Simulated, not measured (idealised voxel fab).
process module | voxel self aligned contacts
cross-section cut | 160 nm wide | cells 5 nm
A cross-section is a grid of square cells, given in bands from the top down. A band is one or more rows of cells.
Each band's line starts with the height of the band's top and of its bottom, in nm. Then come its materials from left to right, each with its width in nm. One material with "throughout" fills the band from edge to edge. "air" is empty space.
Height 0 is the level under which the wafer as received is all one material. The lowest band goes on downwards, as in "0 down".
A width such as "30 to 40" changes by the same amount from each row of cells to the next, from the band's top row to its bottom row.
"no change" after a step means that no cell of the cross-section changed.
closed voids: empty space of 8 cells or more with no open way to the top, each as width x height at its distance from the left edge, in nm
after a step's settings: what the simulator itself notes on the step
overlay nm, on a step with a mask: how far to the right of its planned place the mask lay; to the left if negative
plan
1 op RECEIVE | material Si
2 op OXIDIZE | depth nm 5
3 op DIRECTIONAL_DEP | material polySi | thk nm 25
4 op DIRECTIONAL_DEP | material SiN | thk nm 20
5 op PATTERN | tone cover | mask id GATE | material resist | width nm 35 | pitch nm 70 | thk nm 15 | overlay nm 0
6 op DIRECTIONAL_ETCH | etch materials SiN | depth nm 20
7 op DIRECTIONAL_ETCH | etch materials polySi | depth nm 25
8 op STRIP | etch materials resist
9 op CONFORMAL_DEP | material SiN | thk nm 5
10 op DIRECTIONAL_ETCH | etch materials SiN | depth nm 5
11 op FILL_DEP | material SiO2 | thk nm 15
12 op CMP | height nm 50
13 op PATTERN | tone open | mask id CONTACT | material resist | width nm 45 | thk nm 15 | overlay nm 0
14 op DIRECTIONAL_ETCH | etch materials SiO2 | depth nm 55
15 op STRIP | etch materials resist
16 op CONFORMAL_DEP | material TiN | thk nm 5
17 op FILL_DEP | material Ru | thk nm 10
18 op CMP | height nm 50
19 op CONFORMAL_DEP | material SiN | thk nm 5
first wafer, as planned
as received, after step 1
  0 down: Si throughout
  closed voids: none
after step 2
  0 to -5: SiO2 throughout
  below -5: unchanged
after step 3
  25 to 0: polySi throughout
  below 0: unchanged
after step 4
  45 to 25: SiN throughout
  below 25: unchanged
after step 5
  60 to 45: air 25 | resist 35 | air 35 | resist 35 | air 30
  below 45: unchanged
after step 6
  60 to 45: air 25 | resist 35 | air 35 | resist 35 | air 30
  45 to 25: air 25 | SiN 35 | air 35 | SiN 35 | air 30
  below 25: unchanged
after step 7
  60 to 45: air 25 | resist 35 | air 35 | resist 35 | air 30
  45 to 25: air 25 | SiN 35 | air 35 | SiN 35 | air 30
  25 to 0: air 25 | polySi 35 | air 35 | polySi 35 | air 30
  below 0: unchanged
after step 8
  45 to 25: air 25 | SiN 35 | air 35 | SiN 35 | air 30
  below 25: unchanged
after step 9
  50 to 25: air 20 | SiN 45 | air 25 | SiN 45 | air 25
  25 to 5: air 20 | SiN 5 | polySi 35 | SiN 5 | air 25 | SiN 5 | polySi 35 | SiN 5 | air 25
  5 to 0: SiN 25 | polySi 35 | SiN 35 | polySi 35 | SiN 30
  below 0: unchanged
after step 10
  45 to 25: air 20 | SiN 45 | air 25 | SiN 45 | air 25
  25 to 0: air 20 | SiN 5 | polySi 35 | SiN 5 | air 25 | SiN 5 | polySi 35 | SiN 5 | air 25
  below 0: unchanged
after step 11
  60 to 45: SiO2 throughout
  45 to 25: SiO2 20 | SiN 45 | SiO2 25 | SiN 45 | SiO2 25
  25 to 0: SiO2 20 | SiN 5 | polySi 35 | SiN 5 | SiO2 25 | SiN 5 | polySi 35 | SiN 5 | SiO2 25
  below 0: unchanged
after step 12
  50 to 45: SiO2 throughout
  below 45: unchanged
after step 13
  65 to 50: resist 55 | air 45 | resist 60
  below 50: unchanged
after step 14
  65 to 50: resist 55 | air 45 | resist 60
  50 to 45: SiO2 55 | air 45 | SiO2 60
  45 to 25: SiO2 20 | SiN 45 | air 25 | SiN 45 | SiO2 25
  25 to 0: SiO2 20 | SiN 5 | polySi 35 | SiN 5 | air 25 | SiN 5 | polySi 35 | SiN 5 | SiO2 25
  0 to -5: SiO2 65 | air 25 | SiO2 70
  below -5: unchanged
after step 15
  50 to 45: SiO2 55 | air 45 | SiO2 60
  below 45: unchanged
after step 16
  55 to 50: TiN 60 | air 35 | TiN 65
  50 to 45: SiO2 55 | TiN 15 | air 15 | TiN 15 | SiO2 60
  45 to 25: SiO2 20 | SiN 45 | TiN 5 | air 15 | TiN 5 | SiN 45 | SiO2 25
  25 to 0: SiO2 20 | SiN 5 | polySi 35 | SiN 5 | TiN 5 | air 15 | TiN 5 | SiN 5 | polySi 35 | SiN 5 | SiO2 25
  0 to -5: SiO2 65 | TiN 25 | SiO2 70
  below -5: unchanged
after step 17
  65 to 55: Ru throughout
  55 to 50: TiN 60 | Ru 35 | TiN 65
  50 to 45: SiO2 55 | TiN 15 | Ru 15 | TiN 15 | SiO2 60
  45 to 25: SiO2 20 | SiN 45 | TiN 5 | Ru 15 | TiN 5 | SiN 45 | SiO2 25
  25 to 0: SiO2 20 | SiN 5 | polySi 35 | SiN 5 | TiN 5 | Ru 15 | TiN 5 | SiN 5 | polySi 35 | SiN 5 | SiO2 25
  below 0: unchanged
after step 18
  50 to 45: SiO2 55 | TiN 15 | Ru 15 | TiN 15 | SiO2 60
  below 45: unchanged
after step 19
  55 to 50: SiN throughout
  below 50: unchanged
second wafer: like start, like plan, one mistake. Through step 1 it matches the first wafer
when step 2 should have ended: no change
when step 3 should have ended
  25 to 0: polySi throughout
  below 0: unchanged
when step 4 should have ended
  45 to 25: SiN throughout
  below 25: unchanged
when step 5 should have ended
  60 to 45: air 25 | resist 35 | air 35 | resist 35 | air 30
  below 45: unchanged
when step 6 should have ended
  60 to 45: air 25 | resist 35 | air 35 | resist 35 | air 30
  45 to 25: air 25 | SiN 35 | air 35 | SiN 35 | air 30
  below 25: unchanged
when step 7 should have ended
  60 to 45: air 25 | resist 35 | air 35 | resist 35 | air 30
  45 to 25: air 25 | SiN 35 | air 35 | SiN 35 | air 30
  25 to 0: air 25 | polySi 35 | air 35 | polySi 35 | air 30
  below 0: unchanged
when step 8 should have ended
  45 to 25: air 25 | SiN 35 | air 35 | SiN 35 | air 30
  below 25: unchanged
when step 9 should have ended
  50 to 25: air 20 | SiN 45 | air 25 | SiN 45 | air 25
  25 to 5: air 20 | SiN 5 | polySi 35 | SiN 5 | air 25 | SiN 5 | polySi 35 | SiN 5 | air 25
  5 to 0: SiN 25 | polySi 35 | SiN 35 | polySi 35 | SiN 30
  below 0: unchanged
when step 10 should have ended
  45 to 25: air 20 | SiN 45 | air 25 | SiN 45 | air 25
  25 to 0: air 20 | SiN 5 | polySi 35 | SiN 5 | air 25 | SiN 5 | polySi 35 | SiN 5 | air 25
  below 0: unchanged
when step 11 should have ended
  60 to 45: SiO2 throughout
  45 to 25: SiO2 20 | SiN 45 | SiO2 25 | SiN 45 | SiO2 25
  25 to 0: SiO2 20 | SiN 5 | polySi 35 | SiN 5 | SiO2 25 | SiN 5 | polySi 35 | SiN 5 | SiO2 25
  below 0: unchanged
when step 12 should have ended
  50 to 45: SiO2 throughout
  below 45: unchanged
when step 13 should have ended
  65 to 50: resist 55 | air 45 | resist 60
  below 50: unchanged
when step 14 should have ended
  65 to 50: resist 55 | air 45 | resist 60
  50 to 45: SiO2 55 | air 45 | SiO2 60
  45 to 25: SiO2 20 | SiN 45 | air 25 | SiN 45 | SiO2 25
  25 to 0: SiO2 20 | SiN 5 | polySi 35 | SiN 5 | air 25 | SiN 5 | polySi 35 | SiN 5 | SiO2 25
  below 0: unchanged
when step 15 should have ended
  50 to 45: SiO2 55 | air 45 | SiO2 60
  below 45: unchanged
when step 16 should have ended
  55 to 50: TiN 60 | air 35 | TiN 65
  50 to 45: SiO2 55 | TiN 15 | air 15 | TiN 15 | SiO2 60
  45 to 25: SiO2 20 | SiN 45 | TiN 5 | air 15 | TiN 5 | SiN 45 | SiO2 25
  25 to 5: SiO2 20 | SiN 5 | polySi 35 | SiN 5 | TiN 5 | air 15 | TiN 5 | SiN 5 | polySi 35 | SiN 5 | SiO2 25
  5 to 0: SiO2 20 | SiN 5 | polySi 35 | SiN 5 | TiN 25 | SiN 5 | polySi 35 | SiN 5 | SiO2 25
  below 0: unchanged
when step 17 should have ended
  65 to 55: Ru throughout
  55 to 50: TiN 60 | Ru 35 | TiN 65
  50 to 45: SiO2 55 | TiN 15 | Ru 15 | TiN 15 | SiO2 60
  45 to 25: SiO2 20 | SiN 45 | TiN 5 | Ru 15 | TiN 5 | SiN 45 | SiO2 25
  25 to 5: SiO2 20 | SiN 5 | polySi 35 | SiN 5 | TiN 5 | Ru 15 | TiN 5 | SiN 5 | polySi 35 | SiN 5 | SiO2 25
  below 5: unchanged
when step 18 should have ended
  50 to 45: SiO2 55 | TiN 15 | Ru 15 | TiN 15 | SiO2 60
  below 45: unchanged
when step 19 should have ended
  55 to 50: SiN throughout
  below 50: unchanged
what went wrong: step 2 was left out
at the end the second wafer has, in cells: 3 fewer of Ru | 32 more of Si | 27 fewer of SiO2 | 2 fewer of TiN
